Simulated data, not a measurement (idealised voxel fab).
process module | voxel wiring stack
Displayed cross-section: cut, width of 290 nm, square cells sized 5 nm.
In this document a cross-section is written as a grid of square cells. It is given as a series of bands, listed from the top down, and a band is one or more rows of cells. A band entry consists of two parts. The first gives the height of the band's top and the height of its bottom, in nm. The rest lists the band's materials from left to right, each with its width in nm. A single material labelled with the word "all across" fills the band from edge to edge, and the word "empty" marks empty space. Heights are reckoned from 0. Under this level, the received wafer is all of one material. The bottommost band is open-ended downward, for example "from 0 down". You'd read "30 to 40" like this: the band's top row of cells is as wide as the first number, its bottom row is as wide as the second, and going down, every row changes width by the same amount as the row before did. Step note "nothing altered" = no cross-section cell changed. "Closed void register" means: voids of 8 cells or more that are shut off from the top with no open way through. Written width x height at distance, distance from the left edge, in nm. after a step's settings: what the simulator itself notes on the step. "overlay nm" on a masked step: distance the mask lay right of its planned place, negative for left.
BELOW IS THE LIST OF PLANNED PROCESS STEPS
| 1 | op RECEIVE | material Si |
| 2 | op CONFORMAL_DEP | material SiO2 | thk nm 10 |
| 3 | op CONFORMAL_DEP | material SiCN | thk nm 5 |
| 4 | op DIRECTIONAL_DEP | material lowk | thk nm 15 |
| 5 | op MASKED_ETCH | tone open | mask id METAL_1 | width nm 25 | pitch nm 50 | etch materials lowk | depth nm 15 | overlay nm 0 |
| 6 | op MASKED_ETCH | tone open | mask id METAL_1 | width nm 25 | pitch nm 50 | etch materials SiCN | depth nm 5 | overlay nm 0 |
| 7 | op CONFORMAL_DEP | material TiN | thk nm 5 |
| 8 | op FILL_DEP | material Ru | thk nm 5 |
| 9 | op CMP | height nm 30 |
| 10 | op CONFORMAL_DEP | material SiCN | thk nm 5 |
| 11 | op DIRECTIONAL_DEP | material SiO2 | thk nm 20 |
| 12 | op PATTERN | tone open | mask id PLUG_1 | material resist | width nm 15 | pitch nm 50 | thk nm 15 | overlay nm 0 |
| 13 | op DIRECTIONAL_ETCH | etch materials SiO2 | depth nm 20 |
| 14 | op DIRECTIONAL_ETCH | etch materials SiCN | depth nm 5 |
| 15 | op STRIP | etch materials resist |
| 16 | op CONFORMAL_DEP | material TiN | thk nm 5 |
| 17 | op FILL_DEP | material W | thk nm 5 |
| 18 | op CMP | height nm 55 |
| 19 | op CONFORMAL_DEP | material SiCN | thk nm 5 |
| 20 | op DIRECTIONAL_DEP | material SiO2 | thk nm 20 |
| 21 | op PATTERN | tone open | mask id METAL_2 | material resist | width nm 25 | pitch nm 50 | thk nm 15 | overlay nm 0 |
| 22 | op DIRECTIONAL_ETCH | etch materials SiO2 | depth nm 20 |
| 23 | op DIRECTIONAL_ETCH | etch materials SiCN | depth nm 5 |
| 24 | op STRIP | etch materials resist |
| 25 | op CONFORMAL_DEP | material TiN | thk nm 5 |
| 26 | op FILL_DEP | material Cu | thk nm 5 |
| 27 | op CMP | height nm 80 |
| 28 | op CONFORMAL_DEP | material SiCN | thk nm 5 |
OF TWO WAFERS, THE FIRST: RUN ACCORDING TO PLAN
HERE'S WHAT THE WAFER LOOKED LIKE IN CROSS-SECTION WHEN IT ARRIVED - THAT'S AFTER STEP 1
    from 0 down | Si all across
    Closed void register: none
CROSS-SECTION: WAFER STATE AFTER STEP 2
    from 10 to 0 | SiO2 all across
    Below 0, no change.
CROSS-SECTION: WAFER STATE AFTER STEP 3
    from 15 to 10 | SiCN all across
    Below 10, no change.
CROSS-SECTION: WAFER STATE AFTER STEP 4
    from 30 to 15 | lowk all across
    Below 15, no change.
CROSS-SECTION: WAFER STATE AFTER STEP 5
    from 30 to 15 | lowk 105 nm, then empty 25 nm, then lowk 25 nm, then empty 25 nm, then lowk 110 nm
    Below 15, no change.
CROSS-SECTION: WAFER STATE AFTER STEP 6
    from 30 to 15 | lowk 105 nm, then empty 25 nm, then lowk 25 nm, then empty 25 nm, then lowk 110 nm
    from 15 to 10 | SiCN 105 nm, then empty 25 nm, then SiCN 25 nm, then empty 25 nm, then SiCN 110 nm
    Below 10, no change.
CROSS-SECTION: WAFER STATE AFTER STEP 7
    from 35 to 30 | TiN 110 nm, then empty 15 nm, then TiN 35 nm, then empty 15 nm, then TiN 115 nm
    from 30 to 15 | lowk 105 nm, then TiN 5 nm, then empty 15 nm, then TiN 5 nm, then lowk 25 nm, then TiN 5 nm, then empty 15 nm, then TiN 5 nm, then lowk 110 nm
    from 15 to 10 | SiCN 105 nm, then TiN 25 nm, then SiCN 25 nm, then TiN 25 nm, then SiCN 110 nm
    Below 10, no change.
CROSS-SECTION: WAFER STATE AFTER STEP 8
    from 40 to 35 | Ru all across
    from 35 to 30 | TiN 110 nm, then Ru 15 nm, then TiN 35 nm, then Ru 15 nm, then TiN 115 nm
    from 30 to 15 | lowk 105 nm, then TiN 5 nm, then Ru 15 nm, then TiN 5 nm, then lowk 25 nm, then TiN 5 nm, then Ru 15 nm, then TiN 5 nm, then lowk 110 nm
    Below 15, no change.
CROSS-SECTION: WAFER STATE AFTER STEP 9
    from 30 to 15 | lowk 105 nm, then TiN 5 nm, then Ru 15 nm, then TiN 5 nm, then lowk 25 nm, then TiN 5 nm, then Ru 15 nm, then TiN 5 nm, then lowk 110 nm
    Below 15, no change.
CROSS-SECTION: WAFER STATE AFTER STEP 10
    from 35 to 30 | SiCN all across
    Below 30, no change.
CROSS-SECTION: WAFER STATE AFTER STEP 11
    from 55 to 35 | SiO2 all across
    Below 35, no change.
CROSS-SECTION: WAFER STATE AFTER STEP 12
    from 70 to 55 | resist 105 nm, then empty 15 nm, then resist 35 nm, then empty 15 nm, then resist 120 nm
    Below 55, no change.
CROSS-SECTION: WAFER STATE AFTER STEP 13
    from 70 to 55 | resist 105 nm, then empty 15 nm, then resist 35 nm, then empty 15 nm, then resist 120 nm
    from 55 to 35 | SiO2 105 nm, then empty 15 nm, then SiO2 35 nm, then empty 15 nm, then SiO2 120 nm
    Below 35, no change.
CROSS-SECTION: WAFER STATE AFTER STEP 14
    from 70 to 55 | resist 105 nm, then empty 15 nm, then resist 35 nm, then empty 15 nm, then resist 120 nm
    from 55 to 35 | SiO2 105 nm, then empty 15 nm, then SiO2 35 nm, then empty 15 nm, then SiO2 120 nm
    from 35 to 30 | SiCN 105 nm, then empty 15 nm, then SiCN 35 nm, then empty 15 nm, then SiCN 120 nm
    Below 30, no change.
CROSS-SECTION: WAFER STATE AFTER STEP 15
    from 55 to 35 | SiO2 105 nm, then empty 15 nm, then SiO2 35 nm, then empty 15 nm, then SiO2 120 nm
    Below 35, no change.
CROSS-SECTION: WAFER STATE AFTER STEP 16
    from 60 to 55 | TiN 110 nm, then empty 5 nm, then TiN 45 nm, then empty 5 nm, then TiN 125 nm
    from 55 to 35 | SiO2 105 nm, then TiN 5 nm, then empty 5 nm, then TiN 5 nm, then SiO2 35 nm, then TiN 5 nm, then empty 5 nm, then TiN 5 nm, then SiO2 120 nm
    from 35 to 30 | SiCN 105 nm, then TiN 15 nm, then SiCN 35 nm, then TiN 15 nm, then SiCN 120 nm
    Below 30, no change.
CROSS-SECTION: WAFER STATE AFTER STEP 17
    from 65 to 60 | W all across
    from 60 to 55 | TiN 110 nm, then W 5 nm, then TiN 45 nm, then W 5 nm, then TiN 125 nm
    from 55 to 35 | SiO2 105 nm, then TiN 5 nm, then W 5 nm, then TiN 5 nm, then SiO2 35 nm, then TiN 5 nm, then W 5 nm, then TiN 5 nm, then SiO2 120 nm
    Below 35, no change.
CROSS-SECTION: WAFER STATE AFTER STEP 18
    from 55 to 35 | SiO2 105 nm, then TiN 5 nm, then W 5 nm, then TiN 5 nm, then SiO2 35 nm, then TiN 5 nm, then W 5 nm, then TiN 5 nm, then SiO2 120 nm
    Below 35, no change.
CROSS-SECTION: WAFER STATE AFTER STEP 19
    from 60 to 55 | SiCN all across
    Below 55, no change.
CROSS-SECTION: WAFER STATE AFTER STEP 20
    from 80 to 60 | SiO2 all across
    Below 60, no change.
CROSS-SECTION: WAFER STATE AFTER STEP 21
    from 95 to 80 | resist 105 nm, then empty 25 nm, then resist 25 nm, then empty 25 nm, then resist 110 nm
    Below 80, no change.
CROSS-SECTION: WAFER STATE AFTER STEP 22
    from 95 to 80 | resist 105 nm, then empty 25 nm, then resist 25 nm, then empty 25 nm, then resist 110 nm
    from 80 to 60 | SiO2 105 nm, then empty 25 nm, then SiO2 25 nm, then empty 25 nm, then SiO2 110 nm
    Below 60, no change.
CROSS-SECTION: WAFER STATE AFTER STEP 23
    from 95 to 80 | resist 105 nm, then empty 25 nm, then resist 25 nm, then empty 25 nm, then resist 110 nm
    from 80 to 60 | SiO2 105 nm, then empty 25 nm, then SiO2 25 nm, then empty 25 nm, then SiO2 110 nm
    from 60 to 55 | SiCN 105 nm, then empty 25 nm, then SiCN 25 nm, then empty 25 nm, then SiCN 110 nm
    Below 55, no change.
CROSS-SECTION: WAFER STATE AFTER STEP 24
    from 80 to 60 | SiO2 105 nm, then empty 25 nm, then SiO2 25 nm, then empty 25 nm, then SiO2 110 nm
    Below 60, no change.
CROSS-SECTION: WAFER STATE AFTER STEP 25
    from 85 to 80 | TiN 110 nm, then empty 15 nm, then TiN 35 nm, then empty 15 nm, then TiN 115 nm
    from 80 to 60 | SiO2 105 nm, then TiN 5 nm, then empty 15 nm, then TiN 5 nm, then SiO2 25 nm, then TiN 5 nm, then empty 15 nm, then TiN 5 nm, then SiO2 110 nm
    from 60 to 55 | SiCN 105 nm, then TiN 25 nm, then SiCN 25 nm, then TiN 25 nm, then SiCN 110 nm
    Below 55, no change.
CROSS-SECTION: WAFER STATE AFTER STEP 26
    from 90 to 85 | Cu all across
    from 85 to 80 | TiN 110 nm, then Cu 15 nm, then TiN 35 nm, then Cu 15 nm, then TiN 115 nm
    from 80 to 60 | SiO2 105 nm, then TiN 5 nm, then Cu 15 nm, then TiN 5 nm, then SiO2 25 nm, then TiN 5 nm, then Cu 15 nm, then TiN 5 nm, then SiO2 110 nm
    Below 60, no change.
CROSS-SECTION: WAFER STATE AFTER STEP 27
    from 80 to 60 | SiO2 105 nm, then TiN 5 nm, then Cu 15 nm, then TiN 5 nm, then SiO2 25 nm, then TiN 5 nm, then Cu 15 nm, then TiN 5 nm, then SiO2 110 nm
    Below 60, no change.
CROSS-SECTION: WAFER STATE AFTER STEP 28
    from 85 to 80 | SiCN all across
    Below 80, no change.
NOW THE OTHER WAFER: SAME START, SAME RECIPE, BUT WE MESSED UP ONE THING WHEN RUNNING IT. UP TO AND INCLUDING STEP 2 IT'S THE SAME AS THE FIRST ONE
THE SECOND WAFER IN CROSS-SECTION, AT THE PLANNED CLOSE OF STEP 3
    from 25 to 10 | lowk all across
    Below 10, no change.
THE SECOND WAFER IN CROSS-SECTION, AT THE PLANNED CLOSE OF STEP 4
    from 30 to 25 | SiCN all across
    Below 25, no change.
The second wafer in cross-section, at the planned close of step 5: nothing altered
THE SECOND WAFER IN CROSS-SECTION, AT THE PLANNED CLOSE OF STEP 6
    from 30 to 25 | SiCN 105 nm, then empty 25 nm, then SiCN 25 nm, then empty 25 nm, then SiCN 110 nm
    Below 25, no change.
THE SECOND WAFER IN CROSS-SECTION, AT THE PLANNED CLOSE OF STEP 7
    from 35 to 30 | TiN 110 nm, then empty 15 nm, then TiN 35 nm, then empty 15 nm, then TiN 115 nm
    from 30 to 25 | SiCN 105 nm, then TiN 25 nm, then SiCN 25 nm, then TiN 25 nm, then SiCN 110 nm
    Below 25, no change.
THE SECOND WAFER IN CROSS-SECTION, AT THE PLANNED CLOSE OF STEP 8
    from 40 to 35 | Ru all across
    from 35 to 30 | TiN 110 nm, then Ru 15 nm, then TiN 35 nm, then Ru 15 nm, then TiN 115 nm
    Below 30, no change.
THE SECOND WAFER IN CROSS-SECTION, AT THE PLANNED CLOSE OF STEP 9
    from 30 to 25 | SiCN 105 nm, then TiN 25 nm, then SiCN 25 nm, then TiN 25 nm, then SiCN 110 nm
    Below 25, no change.
THE SECOND WAFER IN CROSS-SECTION, AT THE PLANNED CLOSE OF STEP 10
    from 35 to 30 | SiCN all across
    Below 30, no change.
THE SECOND WAFER IN CROSS-SECTION, AT THE PLANNED CLOSE OF STEP 11
    from 55 to 35 | SiO2 all across
    Below 35, no change.
THE SECOND WAFER IN CROSS-SECTION, AT THE PLANNED CLOSE OF STEP 12
    from 70 to 55 | resist 105 nm, then empty 15 nm, then resist 35 nm, then empty 15 nm, then resist 120 nm
    Below 55, no change.
THE SECOND WAFER IN CROSS-SECTION, AT THE PLANNED CLOSE OF STEP 13
    from 70 to 55 | resist 105 nm, then empty 15 nm, then resist 35 nm, then empty 15 nm, then resist 120 nm
    from 55 to 35 | SiO2 105 nm, then empty 15 nm, then SiO2 35 nm, then empty 15 nm, then SiO2 120 nm
    Below 35, no change.
THE SECOND WAFER IN CROSS-SECTION, AT THE PLANNED CLOSE OF STEP 14
    from 70 to 55 | resist 105 nm, then empty 15 nm, then resist 35 nm, then empty 15 nm, then resist 120 nm
    from 55 to 35 | SiO2 105 nm, then empty 15 nm, then SiO2 35 nm, then empty 15 nm, then SiO2 120 nm
    from 35 to 30 | SiCN 105 nm, then empty 15 nm, then SiCN 35 nm, then empty 15 nm, then SiCN 120 nm
    Below 30, no change.
THE SECOND WAFER IN CROSS-SECTION, AT THE PLANNED CLOSE OF STEP 15
    from 55 to 35 | SiO2 105 nm, then empty 15 nm, then SiO2 35 nm, then empty 15 nm, then SiO2 120 nm
    Below 35, no change.
THE SECOND WAFER IN CROSS-SECTION, AT THE PLANNED CLOSE OF STEP 16
    from 60 to 55 | TiN 110 nm, then empty 5 nm, then TiN 45 nm, then empty 5 nm, then TiN 125 nm
    from 55 to 35 | SiO2 105 nm, then TiN 5 nm, then empty 5 nm, then TiN 5 nm, then SiO2 35 nm, then TiN 5 nm, then empty 5 nm, then TiN 5 nm, then SiO2 120 nm
    from 35 to 25 | SiCN 105 nm, then TiN 15 to 25 nm, then SiCN 35 to 25 nm, then TiN 15 to 25 nm, then SiCN 120 to 110 nm
    Below 25, no change.
THE SECOND WAFER IN CROSS-SECTION, AT THE PLANNED CLOSE OF STEP 17
    from 65 to 60 | W all across
    from 60 to 55 | TiN 110 nm, then W 5 nm, then TiN 45 nm, then W 5 nm, then TiN 125 nm
    from 55 to 35 | SiO2 105 nm, then TiN 5 nm, then W 5 nm, then TiN 5 nm, then SiO2 35 nm, then TiN 5 nm, then W 5 nm, then TiN 5 nm, then SiO2 120 nm
    Below 35, no change.
THE SECOND WAFER IN CROSS-SECTION, AT THE PLANNED CLOSE OF STEP 18
    from 55 to 35 | SiO2 105 nm, then TiN 5 nm, then W 5 nm, then TiN 5 nm, then SiO2 35 nm, then TiN 5 nm, then W 5 nm, then TiN 5 nm, then SiO2 120 nm
    Below 35, no change.
THE SECOND WAFER IN CROSS-SECTION, AT THE PLANNED CLOSE OF STEP 19
    from 60 to 55 | SiCN all across
    Below 55, no change.
THE SECOND WAFER IN CROSS-SECTION, AT THE PLANNED CLOSE OF STEP 20
    from 80 to 60 | SiO2 all across
    Below 60, no change.
THE SECOND WAFER IN CROSS-SECTION, AT THE PLANNED CLOSE OF STEP 21
    from 95 to 80 | resist 105 nm, then empty 25 nm, then resist 25 nm, then empty 25 nm, then resist 110 nm
    Below 80, no change.
THE SECOND WAFER IN CROSS-SECTION, AT THE PLANNED CLOSE OF STEP 22
    from 95 to 80 | resist 105 nm, then empty 25 nm, then resist 25 nm, then empty 25 nm, then resist 110 nm
    from 80 to 60 | SiO2 105 nm, then empty 25 nm, then SiO2 25 nm, then empty 25 nm, then SiO2 110 nm
    Below 60, no change.
THE SECOND WAFER IN CROSS-SECTION, AT THE PLANNED CLOSE OF STEP 23
    from 95 to 80 | resist 105 nm, then empty 25 nm, then resist 25 nm, then empty 25 nm, then resist 110 nm
    from 80 to 60 | SiO2 105 nm, then empty 25 nm, then SiO2 25 nm, then empty 25 nm, then SiO2 110 nm
    from 60 to 55 | SiCN 105 nm, then empty 25 nm, then SiCN 25 nm, then empty 25 nm, then SiCN 110 nm
    Below 55, no change.
THE SECOND WAFER IN CROSS-SECTION, AT THE PLANNED CLOSE OF STEP 24
    from 80 to 60 | SiO2 105 nm, then empty 25 nm, then SiO2 25 nm, then empty 25 nm, then SiO2 110 nm
    Below 60, no change.
THE SECOND WAFER IN CROSS-SECTION, AT THE PLANNED CLOSE OF STEP 25
    from 85 to 80 | TiN 110 nm, then empty 15 nm, then TiN 35 nm, then empty 15 nm, then TiN 115 nm
    from 80 to 60 | SiO2 105 nm, then TiN 5 nm, then empty 15 nm, then TiN 5 nm, then SiO2 25 nm, then TiN 5 nm, then empty 15 nm, then TiN 5 nm, then SiO2 110 nm
    from 60 to 55 | SiCN 105 nm, then TiN 25 nm, then SiCN 25 nm, then TiN 25 nm, then SiCN 110 nm
    Below 55, no change.
THE SECOND WAFER IN CROSS-SECTION, AT THE PLANNED CLOSE OF STEP 26
    from 90 to 85 | Cu all across
    from 85 to 80 | TiN 110 nm, then Cu 15 nm, then TiN 35 nm, then Cu 15 nm, then TiN 115 nm
    from 80 to 60 | SiO2 105 nm, then TiN 5 nm, then Cu 15 nm, then TiN 5 nm, then SiO2 25 nm, then TiN 5 nm, then Cu 15 nm, then TiN 5 nm, then SiO2 110 nm
    Below 60, no change.
THE SECOND WAFER IN CROSS-SECTION, AT THE PLANNED CLOSE OF STEP 27
    from 80 to 60 | SiO2 105 nm, then TiN 5 nm, then Cu 15 nm, then TiN 5 nm, then SiO2 25 nm, then TiN 5 nm, then Cu 15 nm, then TiN 5 nm, then SiO2 110 nm
    Below 60, no change.
THE SECOND WAFER IN CROSS-SECTION, AT THE PLANNED CLOSE OF STEP 28
    from 85 to 80 | SiCN all across
    Below 80, no change.
Nonconformance to the process plan: note: step 3 <-> step 4, run order reversed vs plan
Final wafer comparison in cells, second versus first, more or fewer per material: 18 fewer of Ru, 12 fewer of TiN, 30 more of lowk
